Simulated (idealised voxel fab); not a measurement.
process module | voxel wiring stack
cross-section cut | 285 nm wide | cells 5 nm
A cross-section is a grid of square cells, given in bands from the top down. A band is one or more rows of cells.
Each band's line starts with the height of the band's top and of its bottom, in nm. Then come its materials from left to right, each with its width in nm. One material with "throughout" fills the band from edge to edge. "air" is empty space.
Height 0 is the level under which the wafer as received is all one material. The lowest band goes on downwards, as in "0 down".
A width such as "30 to 40" changes by the same amount from each row of cells to the next, from the band's top row to its bottom row.
"no change" after a step means that no cell of the cross-section changed.
closed voids: empty space of 8 cells or more with no open way to the top, each as width x height at its distance from the left edge, in nm
after a step's settings: what the simulator itself notes on the step
overlay nm, on a step with a mask: how far to the right of its planned place the mask lay; to the left if negative
plan
1 op RECEIVE | material Si
2 op CONFORMAL_DEP | material SiO2 | thk nm 15
3 op CONFORMAL_DEP | material SiCN | thk nm 5
4 op DIRECTIONAL_DEP | material lowk | thk nm 25
5 op MASKED_ETCH | tone open | mask id METAL_1 | width nm 25 | pitch nm 50 | etch materials lowk | depth nm 25 | overlay nm 0
6 op MASKED_ETCH | tone open | mask id METAL_1 | width nm 25 | pitch nm 50 | etch materials SiCN | depth nm 5 | overlay nm 0
7 op CONFORMAL_DEP | material TiN | thk nm 5
8 op FILL_DEP | material Cu | thk nm 10
9 op CMP | height nm 45
10 op CONFORMAL_DEP | material SiCN | thk nm 5
11 op DIRECTIONAL_DEP | material lowk | thk nm 15
12 op DIRECTIONAL_DEP | material aC | thk nm 10
13 op PATTERN | tone open | mask id PLUG_1 | material resist | width nm 15 | pitch nm 50 | thk nm 25 | overlay nm 0
14 op DIRECTIONAL_ETCH | etch materials aC | depth nm 10
15 op STRIP | etch materials resist
16 op DIRECTIONAL_ETCH | etch materials lowk | depth nm 15
17 op DIRECTIONAL_ETCH | etch materials SiCN | depth nm 5
18 op STRIP | etch materials aC
19 op CONFORMAL_DEP | material TiN | thk nm 5
20 op FILL_DEP | material Cu | thk nm 5
21 op CMP | height nm 65
22 op CONFORMAL_DEP | material SiCN | thk nm 5
23 op DIRECTIONAL_DEP | material SiO2 | thk nm 25
24 op DIRECTIONAL_DEP | material aC | thk nm 15
25 op PATTERN | tone open | mask id METAL_2 | material resist | width nm 25 | pitch nm 50 | thk nm 30 | overlay nm 0
26 op DIRECTIONAL_ETCH | etch materials aC | depth nm 15
27 op STRIP | etch materials resist
28 op DIRECTIONAL_ETCH | etch materials SiO2 | depth nm 25
29 op DIRECTIONAL_ETCH | etch materials SiCN | depth nm 5
30 op STRIP | etch materials aC
31 op CONFORMAL_DEP | material TiN | thk nm 5
32 op FILL_DEP | material Cu | thk nm 10
33 op CMP | height nm 95
34 op EPI | material Ru | thk nm 5
35 op FILL_DEP | material SiCN | thk nm 5
36 op DIRECTIONAL_DEP | material SiO2 | thk nm 30
37 op MASKED_ETCH | tone open | mask id METAL_3_HOLES | width nm 15 | pitch nm 50 | etch materials SiO2 | depth nm 30 | overlay nm 0
38 op DIRECTIONAL_DEP | material aC | thk nm 15
39 op PATTERN | tone open | mask id METAL_3 | material resist | width nm 25 | pitch nm 50 | thk nm 30 | overlay nm 0
40 op DIRECTIONAL_ETCH | etch materials aC | depth nm 15
41 op STRIP | etch materials resist
42 op DIRECTIONAL_ETCH | etch materials SiO2 | depth nm 20
43 op DIRECTIONAL_ETCH | etch materials SiCN | depth nm 5
44 op STRIP | etch materials aC
45 op CONFORMAL_DEP | material TiN | thk nm 5
46 op FILL_DEP | material Cu | thk nm 10
47 op CMP | height nm 135
48 op CONFORMAL_DEP | material SiCN | thk nm 5
first wafer, as planned
as received, after step 1
  0 down: Si throughout
  closed voids: none
after step 2
  15 to 0: SiO2 throughout
  below 0: unchanged
after step 3
  20 to 15: SiCN throughout
  below 15: unchanged
after step 4
  45 to 20: lowk throughout
  below 20: unchanged
after step 5
  45 to 20: lowk 55 | air 25 | lowk 25 | air 25 | lowk 25 | air 25 | lowk 25 | air 25 | lowk 55
  below 20: unchanged
after step 6
  45 to 20: lowk 55 | air 25 | lowk 25 | air 25 | lowk 25 | air 25 | lowk 25 | air 25 | lowk 55
  20 to 15: SiCN 55 | air 25 | SiCN 25 | air 25 | SiCN 25 | air 25 | SiCN 25 | air 25 | SiCN 55
  below 15: unchanged
after step 7
  50 to 45: TiN 60 | air 15 | TiN 35 | air 15 | TiN 35 | air 15 | TiN 35 | air 15 | TiN 60
  45 to 20: lowk 55 | TiN 5 | air 15 | TiN 5 | lowk 25 | TiN 5 | air 15 | TiN 5 | lowk 25 | TiN 5 | air 15 | TiN 5 | lowk 25 | TiN 5 | air 15 | TiN 5 | lowk 55
  20 to 15: SiCN 55 | TiN 25 | SiCN 25 | TiN 25 | SiCN 25 | TiN 25 | SiCN 25 | TiN 25 | SiCN 55
  below 15: unchanged
after step 8
  60 to 50: Cu throughout
  50 to 45: TiN 60 | Cu 15 | TiN 35 | Cu 15 | TiN 35 | Cu 15 | TiN 35 | Cu 15 | TiN 60
  45 to 20: lowk 55 | TiN 5 | Cu 15 | TiN 5 | lowk 25 | TiN 5 | Cu 15 | TiN 5 | lowk 25 | TiN 5 | Cu 15 | TiN 5 | lowk 25 | TiN 5 | Cu 15 | TiN 5 | lowk 55
  below 20: unchanged
after step 9
  45 to 20: lowk 55 | TiN 5 | Cu 15 | TiN 5 | lowk 25 | TiN 5 | Cu 15 | TiN 5 | lowk 25 | TiN 5 | Cu 15 | TiN 5 | lowk 25 | TiN 5 | Cu 15 | TiN 5 | lowk 55
  below 20: unchanged
after step 10
  50 to 45: SiCN throughout
  below 45: unchanged
after step 11
  65 to 50: lowk throughout
  below 50: unchanged
after step 12
  75 to 65: aC throughout
  below 65: unchanged
after step 13
  100 to 75: resist 55 | air 15 | resist 35 | air 15 | resist 35 | air 15 | resist 35 | air 15 | resist 65
  below 75: unchanged
after step 14
  90 to 75: resist 55 | air 15 | resist 35 | air 15 | resist 35 | air 15 | resist 35 | air 15 | resist 65
  75 to 65: aC 55 | air 15 | aC 35 | air 15 | aC 35 | air 15 | aC 35 | air 15 | aC 65
  below 65: unchanged
after step 15
  75 to 65: aC 55 | air 15 | aC 35 | air 15 | aC 35 | air 15 | aC 35 | air 15 | aC 65
  below 65: unchanged
after step 16
  75 to 65: aC 55 | air 15 | aC 35 | air 15 | aC 35 | air 15 | aC 35 | air 15 | aC 65
  65 to 50: lowk 55 | air 15 | lowk 35 | air 15 | lowk 35 | air 15 | lowk 35 | air 15 | lowk 65
  below 50: unchanged
after step 17
  75 to 65: aC 55 | air 15 | aC 35 | air 15 | aC 35 | air 15 | aC 35 | air 15 | aC 65
  65 to 50: lowk 55 | air 15 | lowk 35 | air 15 | lowk 35 | air 15 | lowk 35 | air 15 | lowk 65
  50 to 45: SiCN 55 | air 15 | SiCN 35 | air 15 | SiCN 35 | air 15 | SiCN 35 | air 15 | SiCN 65
  below 45: unchanged
after step 18
  65 to 50: lowk 55 | air 15 | lowk 35 | air 15 | lowk 35 | air 15 | lowk 35 | air 15 | lowk 65
  below 50: unchanged
after step 19
  70 to 65: TiN 60 | air 5 | TiN 45 | air 5 | TiN 45 | air 5 | TiN 45 | air 5 | TiN 70
  65 to 50: lowk 55 | TiN 5 | air 5 | TiN 5 | lowk 35 | TiN 5 | air 5 | TiN 5 | lowk 35 | TiN 5 | air 5 | TiN 5 | lowk 35 | TiN 5 | air 5 | TiN 5 | lowk 65
  50 to 45: SiCN 55 | TiN 15 | SiCN 35 | TiN 15 | SiCN 35 | TiN 15 | SiCN 35 | TiN 15 | SiCN 65
  below 45: unchanged
after step 20
  75 to 70: Cu throughout
  70 to 65: TiN 60 | Cu 5 | TiN 45 | Cu 5 | TiN 45 | Cu 5 | TiN 45 | Cu 5 | TiN 70
  65 to 50: lowk 55 | TiN 5 | Cu 5 | TiN 5 | lowk 35 | TiN 5 | Cu 5 | TiN 5 | lowk 35 | TiN 5 | Cu 5 | TiN 5 | lowk 35 | TiN 5 | Cu 5 | TiN 5 | lowk 65
  below 50: unchanged
after step 21
  65 to 50: lowk 55 | TiN 5 | Cu 5 | TiN 5 | lowk 35 | TiN 5 | Cu 5 | TiN 5 | lowk 35 | TiN 5 | Cu 5 | TiN 5 | lowk 35 | TiN 5 | Cu 5 | TiN 5 | lowk 65
  below 50: unchanged
after step 22
  70 to 65: SiCN throughout
  below 65: unchanged
after step 23
  95 to 70: SiO2 throughout
  below 70: unchanged
after step 24
  110 to 95: aC throughout
  below 95: unchanged
after step 25
  140 to 110: resist 55 | air 25 | resist 25 | air 25 | resist 25 | air 25 | resist 25 | air 25 | resist 55
  below 110: unchanged
after step 26
  125 to 110: resist 55 | air 25 | resist 25 | air 25 | resist 25 | air 25 | resist 25 | air 25 | resist 55
  110 to 95: aC 55 | air 25 | aC 25 | air 25 | aC 25 | air 25 | aC 25 | air 25 | aC 55
  below 95: unchanged
after step 27
  110 to 95: aC 55 | air 25 | aC 25 | air 25 | aC 25 | air 25 | aC 25 | air 25 | aC 55
  below 95: unchanged
after step 28
  110 to 95: aC 55 | air 25 | aC 25 | air 25 | aC 25 | air 25 | aC 25 | air 25 | aC 55
  95 to 70: SiO2 55 | air 25 | SiO2 25 | air 25 | SiO2 25 | air 25 | SiO2 25 | air 25 | SiO2 55
  below 70: unchanged
after step 29
  110 to 95: aC 55 | air 25 | aC 25 | air 25 | aC 25 | air 25 | aC 25 | air 25 | aC 55
  95 to 70: SiO2 55 | air 25 | SiO2 25 | air 25 | SiO2 25 | air 25 | SiO2 25 | air 25 | SiO2 55
  70 to 65: SiCN 55 | air 25 | SiCN 25 | air 25 | SiCN 25 | air 25 | SiCN 25 | air 25 | SiCN 55
  below 65: unchanged
after step 30
  95 to 70: SiO2 55 | air 25 | SiO2 25 | air 25 | SiO2 25 | air 25 | SiO2 25 | air 25 | SiO2 55
  below 70: unchanged
after step 31
  100 to 95: TiN 60 | air 15 | TiN 35 | air 15 | TiN 35 | air 15 | TiN 35 | air 15 | TiN 60
  95 to 70: SiO2 55 | TiN 5 | air 15 | TiN 5 | SiO2 25 | TiN 5 | air 15 | TiN 5 | SiO2 25 | TiN 5 | air 15 | TiN 5 | SiO2 25 | TiN 5 | air 15 | TiN 5 | SiO2 55
  70 to 65: SiCN 55 | TiN 25 | SiCN 25 | TiN 25 | SiCN 25 | TiN 25 | SiCN 25 | TiN 25 | SiCN 55
  below 65: unchanged
after step 32
  110 to 100: Cu throughout
  100 to 95: TiN 60 | Cu 15 | TiN 35 | Cu 15 | TiN 35 | Cu 15 | TiN 35 | Cu 15 | TiN 60
  95 to 70: SiO2 55 | TiN 5 | Cu 15 | TiN 5 | SiO2 25 | TiN 5 | Cu 15 | TiN 5 | SiO2 25 | TiN 5 | Cu 15 | TiN 5 | SiO2 25 | TiN 5 | Cu 15 | TiN 5 | SiO2 55
  below 70: unchanged
after step 33
  95 to 70: SiO2 55 | TiN 5 | Cu 15 | TiN 5 | SiO2 25 | TiN 5 | Cu 15 | TiN 5 | SiO2 25 | TiN 5 | Cu 15 | TiN 5 | SiO2 25 | TiN 5 | Cu 15 | TiN 5 | SiO2 55
  below 70: unchanged
after step 34
  100 to 95: air 50 | Ru 35 | air 15 | Ru 35 | air 15 | Ru 35 | air 15 | Ru 35 | air 50
  below 95: unchanged
after step 35
  105 to 100: SiCN throughout
  100 to 95: SiCN 50 | Ru 35 | SiCN 15 | Ru 35 | SiCN 15 | Ru 35 | SiCN 15 | Ru 35 | SiCN 50
  below 95: unchanged
after step 36
  135 to 105: SiO2 throughout
  below 105: unchanged
after step 37
  135 to 105: SiO2 55 | air 15 | SiO2 35 | air 15 | SiO2 35 | air 15 | SiO2 35 | air 15 | SiO2 65
  below 105: unchanged
after step 38
  150 to 135: aC 55 | air 15 | aC 35 | air 15 | aC 35 | air 15 | aC 35 | air 15 | aC 65
  135 to 120: SiO2 55 | air 15 | SiO2 35 | air 15 | SiO2 35 | air 15 | SiO2 35 | air 15 | SiO2 65
  120 to 105: SiO2 55 | aC 15 | SiO2 35 | aC 15 | SiO2 35 | aC 15 | SiO2 35 | aC 15 | SiO2 65
  below 105: unchanged
after step 39
  180 to 150: resist 55 | air 25 | resist 25 | air 25 | resist 25 | air 25 | resist 25 | air 25 | resist 55
  below 150: unchanged
after step 40
  165 to 150: resist 55 | air 25 | resist 25 | air 25 | resist 25 | air 25 | resist 25 | air 25 | resist 55
  150 to 135: aC 55 | air 25 | aC 25 | air 25 | aC 25 | air 25 | aC 25 | air 25 | aC 55
  135 to 105: SiO2 55 | air 15 | SiO2 35 | air 15 | SiO2 35 | air 15 | SiO2 35 | air 15 | SiO2 65
  below 105: unchanged
after step 41
  150 to 135: aC 55 | air 25 | aC 25 | air 25 | aC 25 | air 25 | aC 25 | air 25 | aC 55
  below 135: unchanged
after step 42
  150 to 135: aC 55 | air 25 | aC 25 | air 25 | aC 25 | air 25 | aC 25 | air 25 | aC 55
  135 to 115: SiO2 55 | air 25 | SiO2 25 | air 25 | SiO2 25 | air 25 | SiO2 25 | air 25 | SiO2 55
  below 115: unchanged
after step 43
  150 to 135: aC 55 | air 25 | aC 25 | air 25 | aC 25 | air 25 | aC 25 | air 25 | aC 55
  135 to 115: SiO2 55 | air 25 | SiO2 25 | air 25 | SiO2 25 | air 25 | SiO2 25 | air 25 | SiO2 55
  115 to 105: SiO2 55 | air 15 | SiO2 35 | air 15 | SiO2 35 | air 15 | SiO2 35 | air 15 | SiO2 65
  105 to 100: SiCN 55 | air 15 | SiCN 35 | air 15 | SiCN 35 | air 15 | SiCN 35 | air 15 | SiCN 65
  below 100: unchanged
after step 44
  135 to 115: SiO2 55 | air 25 | SiO2 25 | air 25 | SiO2 25 | air 25 | SiO2 25 | air 25 | SiO2 55
  below 115: unchanged
after step 45
  140 to 135: TiN 60 | air 15 | TiN 35 | air 15 | TiN 35 | air 15 | TiN 35 | air 15 | TiN 60
  135 to 120: SiO2 55 | TiN 5 | air 15 | TiN 5 | SiO2 25 | TiN 5 | air 15 | TiN 5 | SiO2 25 | TiN 5 | air 15 | TiN 5 | SiO2 25 | TiN 5 | air 15 | TiN 5 | SiO2 55
  120 to 115: SiO2 55 | TiN 5 | air 5 | TiN 15 | SiO2 25 | TiN 5 | air 5 | TiN 15 | SiO2 25 | TiN 5 | air 5 | TiN 15 | SiO2 25 | TiN 5 | air 5 | TiN 15 | SiO2 55
  115 to 105: SiO2 55 | TiN 5 | air 5 | TiN 5 | SiO2 35 | TiN 5 | air 5 | TiN 5 | SiO2 35 | TiN 5 | air 5 | TiN 5 | SiO2 35 | TiN 5 | air 5 | TiN 5 | SiO2 65
  105 to 100: SiCN 55 | TiN 15 | SiCN 35 | TiN 15 | SiCN 35 | TiN 15 | SiCN 35 | TiN 15 | SiCN 65
  below 100: unchanged
after step 46
  150 to 140: Cu throughout
  140 to 135: TiN 60 | Cu 15 | TiN 35 | Cu 15 | TiN 35 | Cu 15 | TiN 35 | Cu 15 | TiN 60
  135 to 120: SiO2 55 | TiN 5 | Cu 15 | TiN 5 | SiO2 25 | TiN 5 | Cu 15 | TiN 5 | SiO2 25 | TiN 5 | Cu 15 | TiN 5 | SiO2 25 | TiN 5 | Cu 15 | TiN 5 | SiO2 55
  120 to 115: SiO2 55 | TiN 5 | Cu 5 | TiN 15 | SiO2 25 | TiN 5 | Cu 5 | TiN 15 | SiO2 25 | TiN 5 | Cu 5 | TiN 15 | SiO2 25 | TiN 5 | Cu 5 | TiN 15 | SiO2 55
  115 to 105: SiO2 55 | TiN 5 | Cu 5 | TiN 5 | SiO2 35 | TiN 5 | Cu 5 | TiN 5 | SiO2 35 | TiN 5 | Cu 5 | TiN 5 | SiO2 35 | TiN 5 | Cu 5 | TiN 5 | SiO2 65
  below 105: unchanged
after step 47
  135 to 120: SiO2 55 | TiN 5 | Cu 15 | TiN 5 | SiO2 25 | TiN 5 | Cu 15 | TiN 5 | SiO2 25 | TiN 5 | Cu 15 | TiN 5 | SiO2 25 | TiN 5 | Cu 15 | TiN 5 | SiO2 55
  below 120: unchanged
after step 48
  140 to 135: SiCN throughout
  below 135: unchanged
second wafer: like start, like plan, one mistake. Through step 24 it matches the first wafer
when step 25 should have ended
  140 to 110: air 55 | resist 25 | air 25 | resist 25 | air 25 | resist 25 | air 25 | resist 25 | air 55
  below 110: unchanged
when step 26 should have ended
  125 to 110: air 55 | resist 25 | air 25 | resist 25 | air 25 | resist 25 | air 25 | resist 25 | air 55
  110 to 95: air 55 | aC 25 | air 25 | aC 25 | air 25 | aC 25 | air 25 | aC 25 | air 55
  below 95: unchanged
when step 27 should have ended
  110 to 95: air 55 | aC 25 | air 25 | aC 25 | air 25 | aC 25 | air 25 | aC 25 | air 55
  below 95: unchanged
when step 28 should have ended
  110 to 95: air 55 | aC 25 | air 25 | aC 25 | air 25 | aC 25 | air 25 | aC 25 | air 55
  95 to 70: air 55 | SiO2 25 | air 25 | SiO2 25 | air 25 | SiO2 25 | air 25 | SiO2 25 | air 55
  below 70: unchanged
when step 29 should have ended
  110 to 95: air 55 | aC 25 | air 25 | aC 25 | air 25 | aC 25 | air 25 | aC 25 | air 55
  95 to 70: air 55 | SiO2 25 | air 25 | SiO2 25 | air 25 | SiO2 25 | air 25 | SiO2 25 | air 55
  70 to 65: air 55 | SiCN 25 | air 25 | SiCN 25 | air 25 | SiCN 25 | air 25 | SiCN 25 | air 55
  below 65: unchanged
when step 30 should have ended
  95 to 70: air 55 | SiO2 25 | air 25 | SiO2 25 | air 25 | SiO2 25 | air 25 | SiO2 25 | air 55
  below 70: unchanged
when step 31 should have ended
  100 to 95: air 50 | TiN 35 | air 15 | TiN 35 | air 15 | TiN 35 | air 15 | TiN 35 | air 50
  95 to 70: air 50 | TiN 5 | SiO2 25 | TiN 5 | air 15 | TiN 5 | SiO2 25 | TiN 5 | air 15 | TiN 5 | SiO2 25 | TiN 5 | air 15 | TiN 5 | SiO2 25 | TiN 5 | air 50
  70 to 65: TiN 55 | SiCN 25 | TiN 25 | SiCN 25 | TiN 25 | SiCN 25 | TiN 25 | SiCN 25 | TiN 55
  below 65: unchanged
when step 32 should have ended
  110 to 100: Cu throughout
  100 to 95: Cu 50 | TiN 35 | Cu 15 | TiN 35 | Cu 15 | TiN 35 | Cu 15 | TiN 35 | Cu 50
  95 to 70: Cu 50 | TiN 5 | SiO2 25 | TiN 5 | Cu 15 | TiN 5 | SiO2 25 | TiN 5 | Cu 15 | TiN 5 | SiO2 25 | TiN 5 | Cu 15 | TiN 5 | SiO2 25 | TiN 5 | Cu 50
  below 70: unchanged
when step 33 should have ended
  95 to 70: Cu 50 | TiN 5 | SiO2 25 | TiN 5 | Cu 15 | TiN 5 | SiO2 25 | TiN 5 | Cu 15 | TiN 5 | SiO2 25 | TiN 5 | Cu 15 | TiN 5 | SiO2 25 | TiN 5 | Cu 50
  below 70: unchanged
when step 34 should have ended
  100 to 95: Ru 60 | air 15 | Ru 35 | air 15 | Ru 35 | air 15 | Ru 35 | air 15 | Ru 60
  below 95: unchanged
when step 35 should have ended
  105 to 100: SiCN throughout
  100 to 95: Ru 60 | SiCN 15 | Ru 35 | SiCN 15 | Ru 35 | SiCN 15 | Ru 35 | SiCN 15 | Ru 60
  below 95: unchanged
when step 36 should have ended
  135 to 105: SiO2 throughout
  below 105: unchanged
when step 37 should have ended
  135 to 105: SiO2 55 | air 15 | SiO2 35 | air 15 | SiO2 35 | air 15 | SiO2 35 | air 15 | SiO2 65
  below 105: unchanged
when step 38 should have ended
  150 to 135: aC 55 | air 15 | aC 35 | air 15 | aC 35 | air 15 | aC 35 | air 15 | aC 65
  135 to 120: SiO2 55 | air 15 | SiO2 35 | air 15 | SiO2 35 | air 15 | SiO2 35 | air 15 | SiO2 65
  120 to 105: SiO2 55 | aC 15 | SiO2 35 | aC 15 | SiO2 35 | aC 15 | SiO2 35 | aC 15 | SiO2 65
  below 105: unchanged
when step 39 should have ended
  180 to 150: resist 55 | air 25 | resist 25 | air 25 | resist 25 | air 25 | resist 25 | air 25 | resist 55
  below 150: unchanged
when step 40 should have ended
  165 to 150: resist 55 | air 25 | resist 25 | air 25 | resist 25 | air 25 | resist 25 | air 25 | resist 55
  150 to 135: aC 55 | air 25 | aC 25 | air 25 | aC 25 | air 25 | aC 25 | air 25 | aC 55
  135 to 105: SiO2 55 | air 15 | SiO2 35 | air 15 | SiO2 35 | air 15 | SiO2 35 | air 15 | SiO2 65
  below 105: unchanged
when step 41 should have ended
  150 to 135: aC 55 | air 25 | aC 25 | air 25 | aC 25 | air 25 | aC 25 | air 25 | aC 55
  below 135: unchanged
when step 42 should have ended
  150 to 135: aC 55 | air 25 | aC 25 | air 25 | aC 25 | air 25 | aC 25 | air 25 | aC 55
  135 to 115: SiO2 55 | air 25 | SiO2 25 | air 25 | SiO2 25 | air 25 | SiO2 25 | air 25 | SiO2 55
  below 115: unchanged
when step 43 should have ended
  150 to 135: aC 55 | air 25 | aC 25 | air 25 | aC 25 | air 25 | aC 25 | air 25 | aC 55
  135 to 115: SiO2 55 | air 25 | SiO2 25 | air 25 | SiO2 25 | air 25 | SiO2 25 | air 25 | SiO2 55
  115 to 105: SiO2 55 | air 15 | SiO2 35 | air 15 | SiO2 35 | air 15 | SiO2 35 | air 15 | SiO2 65
  105 to 100: SiCN 55 | air 15 | SiCN 35 | air 15 | SiCN 35 | air 15 | SiCN 35 | air 15 | SiCN 65
  below 100: unchanged
when step 44 should have ended
  135 to 115: SiO2 55 | air 25 | SiO2 25 | air 25 | SiO2 25 | air 25 | SiO2 25 | air 25 | SiO2 55
  below 115: unchanged
when step 45 should have ended
  140 to 135: TiN 60 | air 15 | TiN 35 | air 15 | TiN 35 | air 15 | TiN 35 | air 15 | TiN 60
  135 to 120: SiO2 55 | TiN 5 | air 15 | TiN 5 | SiO2 25 | TiN 5 | air 15 | TiN 5 | SiO2 25 | TiN 5 | air 15 | TiN 5 | SiO2 25 | TiN 5 | air 15 | TiN 5 | SiO2 55
  120 to 115: SiO2 55 | TiN 5 | air 5 | TiN 15 | SiO2 25 | TiN 5 | air 5 | TiN 15 | SiO2 25 | TiN 5 | air 5 | TiN 15 | SiO2 25 | TiN 5 | air 5 | TiN 15 | SiO2 55
  115 to 105: SiO2 55 | TiN 5 | air 5 | TiN 5 | SiO2 35 | TiN 5 | air 5 | TiN 5 | SiO2 35 | TiN 5 | air 5 | TiN 5 | SiO2 35 | TiN 5 | air 5 | TiN 5 | SiO2 65
  105 to 100: SiCN 55 | TiN 15 | SiCN 35 | TiN 15 | SiCN 35 | TiN 15 | SiCN 35 | TiN 15 | SiCN 65
  below 100: unchanged
when step 46 should have ended
  150 to 140: Cu throughout
  140 to 135: TiN 60 | Cu 15 | TiN 35 | Cu 15 | TiN 35 | Cu 15 | TiN 35 | Cu 15 | TiN 60
  135 to 120: SiO2 55 | TiN 5 | Cu 15 | TiN 5 | SiO2 25 | TiN 5 | Cu 15 | TiN 5 | SiO2 25 | TiN 5 | Cu 15 | TiN 5 | SiO2 25 | TiN 5 | Cu 15 | TiN 5 | SiO2 55
  120 to 115: SiO2 55 | TiN 5 | Cu 5 | TiN 15 | SiO2 25 | TiN 5 | Cu 5 | TiN 15 | SiO2 25 | TiN 5 | Cu 5 | TiN 15 | SiO2 25 | TiN 5 | Cu 5 | TiN 15 | SiO2 55
  115 to 105: SiO2 55 | TiN 5 | Cu 5 | TiN 5 | SiO2 35 | TiN 5 | Cu 5 | TiN 5 | SiO2 35 | TiN 5 | Cu 5 | TiN 5 | SiO2 35 | TiN 5 | Cu 5 | TiN 5 | SiO2 65
  below 105: unchanged
when step 47 should have ended
  135 to 120: SiO2 55 | TiN 5 | Cu 15 | TiN 5 | SiO2 25 | TiN 5 | Cu 15 | TiN 5 | SiO2 25 | TiN 5 | Cu 15 | TiN 5 | SiO2 25 | TiN 5 | Cu 15 | TiN 5 | SiO2 55
  below 120: unchanged
when step 48 should have ended
  140 to 135: SiCN throughout
  below 135: unchanged
what went wrong: step 25 ran as: op PATTERN | tone cover | mask id METAL_2 | material resist | width nm 25 | pitch nm 50 | thk nm 30 | overlay nm 0
at the end the second wafer has, in cells: 85 more of Cu | 17 more of Ru | 34 fewer of SiCN | 85 fewer of SiO2 | 17 more of TiN
